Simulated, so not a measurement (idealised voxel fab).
The following process module bears the name voxel self aligned contacts.
Cross-section cut spans 250 nm and uses square cells 5 nm in size.
Throughout this document, each cross-section is represented as a grid of square cells and is presented as a sequence of bands enumerated from the top downward, where a band comprises one or more rows of cells.
Quick guide to a band line: top height, bottom height (nm) up front; then every material left to right with its width in nm. Only one material and it's marked "throughout"? Then it fills the band edge to edge. And "empty" just means empty space.
Note: height 0 marks the level under which the wafer is uniformly one material as received. Lowest band unbounded below, written "from 0 down".
So if you see something like "30->40" for the width, read it as the top row of the band sitting at the first number and the bottom row at the second, with every row in between moving by the same amount as the last.
Step note "remains unaltered" = no cross-section cell changed.
The label "Enclosed cavities" introduces a list of the empty spaces, 8 cells or larger, that have no open way up to the top; each entry in it reads width x height at distance, where the distance is taken from the left edge and all three are stated in nm.
Whatever follows a step's settings on its line is a remark the simulator itself makes about that step.
overlay nm: mask offset rightward from planned place, masked step; negative means leftward offset.

This section lists the process steps that were planned:
step 1: RECEIVE [material Si]
step 2: OXIDIZE [depth nm 5]
step 3: DIRECTIONAL_DEP [material polySi] [thk nm 20]
step 4: DIRECTIONAL_DEP [material SiN] [thk nm 20]
step 5: MASKED_ETCH [tone cover] [mask id GATE] [width nm 25] [pitch nm 60] [etch materials SiN] [depth nm 20] [overlay nm 0]
step 6: MASKED_ETCH [tone cover] [mask id GATE] [width nm 25] [pitch nm 60] [etch materials polySi] [depth nm 20] [overlay nm 0]
step 7: CONFORMAL_DEP [material SiN] [thk nm 10]
step 8: DIRECTIONAL_ETCH [etch materials SiN] [depth nm 10]
step 9: FILL_DEP [material SiO2] [thk nm 10]
step 10: CMP [height nm 45]
step 11: MASKED_ETCH [tone open] [mask id CONTACT] [width nm 45] [pitch nm 60] [etch materials SiO2] [depth nm 50] [overlay nm 0]
step 12: CONFORMAL_DEP [material TiN] [thk nm 5]
step 13: FILL_DEP [material Ru] [thk nm 10]
step 14: CMP [height nm 45]
step 15: CONFORMAL_DEP [material SiCN] [thk nm 5]

Cross-section: wafer on arrival = after step 1:
from 0 down | Si throughout
Enclosed cavities: none

First of two wafers, end-of-module section, run followed plan:
from 50 to 45 | SiCN throughout
from 45 to 40 | SiO2 70, then TiN 20, then Ru 5, then TiN 20, then SiO2 15, then TiN 20, then Ru 5, then TiN 20, then SiO2 75
from 40 to 20 | SiO2 40, then SiN 45, then TiN 5, then Ru 5, then TiN 5, then SiN 45, then TiN 5, then Ru 5, then TiN 5, then SiN 45, then SiO2 45
from 20 to 0 | SiO2 40, then SiN 10, then polySi 25, then SiN 10, then TiN 5, then Ru 5, then TiN 5, then SiN 10, then polySi 25, then SiN 10, then TiN 5, then Ru 5, then TiN 5, then SiN 10, then polySi 25, then SiN 10, then SiO2 45
from 0 to -5 | SiO2 85, then TiN 15, then SiO2 45, then TiN 15, then SiO2 90
from -5 down | Si throughout
Enclosed cavities: none

What the second wafer looks like in cross-section once the module is done. Its start and its plan matched the first wafer's exactly; what differed was one mistake in how it was run:
from 50 to 45 | SiCN throughout
from 45 to 40 | SiO2 70, then TiN 30, then Ru 5, then TiN 10, then SiO2 15, then TiN 30, then Ru 5, then TiN 10, then SiO2 75
from 40 to 25 | SiO2 50, then SiN 45, then TiN 5, then Ru 5, then TiN 5, then SiN 45, then TiN 5, then Ru 5, then TiN 5, then SiN 45, then SiO2 35
from 25 to 20 | SiO2 50, then SiN 45, then TiN 15, then SiN 45, then TiN 15, then SiN 45, then SiO2 35
from 20 to 0 | SiO2 40, then SiN 10, then polySi 35, then SiN 10, then TiN 5, then SiN 10, then polySi 35, then SiN 10, then TiN 5, then SiN 10, then polySi 35, then SiN 10, then SiO2 35
from 0 to -5 | SiO2 95, then TiN 5, then SiO2 55, then TiN 5, then SiO2 90
from -5 down | Si throughout
Enclosed cavities: none
What went wrong in running the wafer? planned and actual differ for step 5; actual: MASKED_ETCH [tone cover] [mask id GATE] [width nm 25] [pitch nm 60] [etch materials SiN] [depth nm 20] [overlay nm 10]
Counted in cells at the end, the second wafer holds more or fewer of these materials than the first: Ru: 10 fewer; SiO2: 4 fewer; TiN: 10 fewer; polySi: 24 more
